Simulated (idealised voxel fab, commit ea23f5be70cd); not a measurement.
You're looking at the process module voxel ribs on slabs.
This is section cut - it's 285 nm across, gridded in 5 nm square cells.
Think of the cross-section as a grid of square cells. We describe it in bands, top to bottom, and each band covers one or more rows of those cells. Band: top height; bottom height; in nm. Then, left to right: material with width in nm, for each material. "throughout": a single material spanning edge to edge. "empty": empty space. Heads up on the height convention: 0 is the point under which the incoming wafer is all one material, and the lowest band has no bottom, it just keeps going down, like "z 0 and below". Width: "30->40" (first number = top row, second number = bottom row, same change from row to row of cells). "nothing got changed" for a step: no cell of the cross-section changed in that step. The entry "Sealed-off cavities" lists the empty spaces that cover at least 8 cells and have no open path to the top. Each is written as width x height at distance, where the distance is measured from the left edge and all three values are in nm. Anything after a step's settings on that line? It's the simulator's own note about the step. overlay nm: where the mask lay relative to plan, measured to the right, on steps with a mask; negatives go left.

INTENDED PROCESS STEPS
1 RECEIVE | material Si
2 DIRECTIONAL_DEP | material SiO2 | thk nm 20
3 DIRECTIONAL_DEP | material polySi | thk nm 25
4 DIRECTIONAL_DEP | material aC | thk nm 15
5 PATTERN | tone cover | mask id RIB | material resist | width nm 20 | thk nm 35 | overlay nm 0
6 DIRECTIONAL_ETCH | etch materials aC | depth nm 15
7 STRIP | etch materials resist
8 DIRECTIONAL_ETCH | etch materials polySi | depth nm 20
9 STRIP | etch materials aC
10 MASKED_ETCH | tone cover | mask id SLAB | width nm 60 | etch materials polySi | depth nm 5 | overlay nm 0
11 FILL_DEP | material SiO2 | thk nm 25
12 CMP | height nm 60
13 DIRECTIONAL_DEP | material W | thk nm 10
14 DIRECTIONAL_DEP | material aC | thk nm 15
15 PATTERN | tone cover | mask id HEATER | material resist | width nm 30 | thk nm 35 | overlay nm 0
16 DIRECTIONAL_ETCH | etch materials aC | depth nm 15
17 STRIP | etch materials resist
18 DIRECTIONAL_ETCH | etch materials W | depth nm 10
19 STRIP | etch materials aC
20 CONFORMAL_DEP | material SiO2 | thk nm 10

THE CROSS-SECTION HERE SHOWS THE WAFER AS RECEIVED, I.E. IN ITS STATE AFTER STEP 1
z 0 and below  Si throughout
Sealed-off cavities: none

HERE'S THE CROSS-SECTION OF THE FIRST OF OUR TWO WAFERS AT THE END OF THE MODULE - IT RAN AS PLANNED
z 80 to 70  empty 115 nm  SiO2 50 nm  empty 120 nm
z 70 to 60  SiO2 125 nm  W 30 nm  SiO2 130 nm
z 60 to 45  SiO2 throughout
z 45 to 25  SiO2 130 nm  polySi 20 nm  SiO2 135 nm
z 25 to 20  SiO2 110 nm  polySi 60 nm  SiO2 115 nm
z 20 to 0  SiO2 throughout
z 0 and below  Si throughout
Sealed-off cavities: none

SECOND OF TWO WAFERS, MODULE COMPLETE, SECTIONED: IT SHARES THE FIRST WAFER'S START AND PLAN BUT WAS RUN WITH ONE MISTAKE
z 80 to 70  empty 115 nm  SiO2 50 nm  empty 120 nm
z 70 to 60  SiO2 125 nm  W 30 nm  SiO2 130 nm
z 60 to 40  SiO2 throughout
z 40 to 35  SiO2 110 nm  polySi 60 nm  SiO2 115 nm
z 35 to 20  aC throughout
z 20 to 0  SiO2 throughout
z 0 and below  Si throughout
Sealed-off cavities: none
What was done differently from what was planned? ran 3 and 4 in swapped order versus the plan
Upon completion, the second wafer contains, in terms of cells, a greater or smaller amount of certain materials than the first wafer: -155 SiO2 | +171 aC | -16 polySi
